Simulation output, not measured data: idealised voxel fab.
process module | voxel capacitor over wiring
cross-section cut | 225 nm wide | cells 5 nm
A cross-section is a grid of square cells, given in bands from the top down. A band is one or more rows of cells.
Each band's line starts with the height of the band's top and of its bottom, in nm. Then come its materials from left to right, each with its width in nm. One material with "throughout" fills the band from edge to edge. "air" is empty space.
Height 0 is the level under which the wafer as received is all one material. The lowest band goes on downwards, as in "0 down".
A width such as "30 to 40" changes by the same amount from each row of cells to the next, from the band's top row to its bottom row.
"no change" after a step means that no cell of the cross-section changed.
closed voids: empty space of 8 cells or more with no open way to the top, each as width x height at its distance from the left edge, in nm
after a step's settings: what the simulator itself notes on the step
overlay nm, on a step with a mask: how far to the right of its planned place the mask lay; to the left if negative
plan
1 op RECEIVE | material Si
2 op CONFORMAL_DEP | material SiO2 | thk nm 15
3 op CONFORMAL_DEP | material SiN | thk nm 5
4 op DIRECTIONAL_DEP | material SiO2 | thk nm 25
5 op PATTERN | tone open | mask id METAL_1 | material resist | width nm 30 | pitch nm 80 | thk nm 15 | overlay nm 0
6 op DIRECTIONAL_ETCH | etch materials SiO2 | depth nm 25
7 op DIRECTIONAL_ETCH | etch materials SiN | depth nm 5
8 op STRIP | etch materials resist
9 op CONFORMAL_DEP | material TiN | thk nm 5
10 op FILL_DEP | material W | thk nm 10
11 op CMP | height nm 45
12 op CONFORMAL_DEP | material SiCN | thk nm 5
13 op DIRECTIONAL_DEP | material lowk | thk nm 15
14 op PATTERN | tone open | mask id PLUG_1 | material resist | width nm 15 | thk nm 20 | overlay nm 0
15 op DIRECTIONAL_ETCH | etch materials lowk | depth nm 15
16 op DIRECTIONAL_ETCH | etch materials SiCN | depth nm 5
17 op STRIP | etch materials resist
18 op EPI | material Ru | thk nm 10
19 op EPI | material Ru | thk nm 10
20 op DIRECTIONAL_DEP | material TiN | thk nm 10
21 op DIRECTIONAL_DEP | material HfO2 | thk nm 5
22 op DIRECTIONAL_DEP | material TiN | thk nm 10
23 op MASKED_ETCH | tone cover | mask id UPPER_PLATE | width nm 55 | etch materials TiN | depth nm 10 | overlay nm 0
24 op MASKED_ETCH | tone cover | mask id UPPER_PLATE | width nm 55 | etch materials HfO2 | depth nm 5 | overlay nm 0
25 op MASKED_ETCH | tone cover | mask id LOWER_PLATE | width nm 65 | etch materials TiN | depth nm 10 | overlay nm 0
26 op FILL_DEP | material SiO2 | thk nm 20
27 op CMP | height nm 105
28 op PATTERN | tone open | mask id PLUG_2 | material resist | width nm 15 | thk nm 15 | overlay nm 0
29 op DIRECTIONAL_ETCH | etch materials SiO2 | depth nm 15
30 op STRIP | etch materials resist
31 op CONFORMAL_DEP | material TiN | thk nm 5
32 op FILL_DEP | material Ru | thk nm 10
33 op CMP | height nm 105
34 op CONFORMAL_DEP | material SiN | thk nm 5
as received, after step 1
  0 down: Si throughout
  closed voids: none
a wafer at the end: this start, this plan, one mistake
  110 to 105: SiN throughout
  105 to 95: SiO2 80 | TiN 5 | Ru 5 | TiN 5 | SiO2 130
  95 to 90: SiO2 80 | TiN 15 | SiO2 130
  90 to 80: SiO2 70 | TiN 55 | SiO2 100
  80 to 75: SiO2 70 | HfO2 55 | SiO2 100
  75 to 65: SiO2 65 | TiN 65 | SiO2 95
  65 to 50: lowk 80 | Ru 15 | lowk 130
  50 to 45: SiCN 80 | Ru 15 | SiCN 130
  45 to 20: SiO2 55 | TiN 5 | W 20 | TiN 5 | SiO2 50 | TiN 5 | W 20 | TiN 5 | SiO2 60
  20 to 15: SiN 55 | TiN 30 | SiN 50 | TiN 30 | SiN 60
  15 to 0: SiO2 throughout
  0 down: Si throughout
  closed voids: none
what went wrong: step 14 ran as: op PATTERN | tone open | mask id PLUG_1 | material resist | width nm 15 | thk nm 20 | overlay nm 10
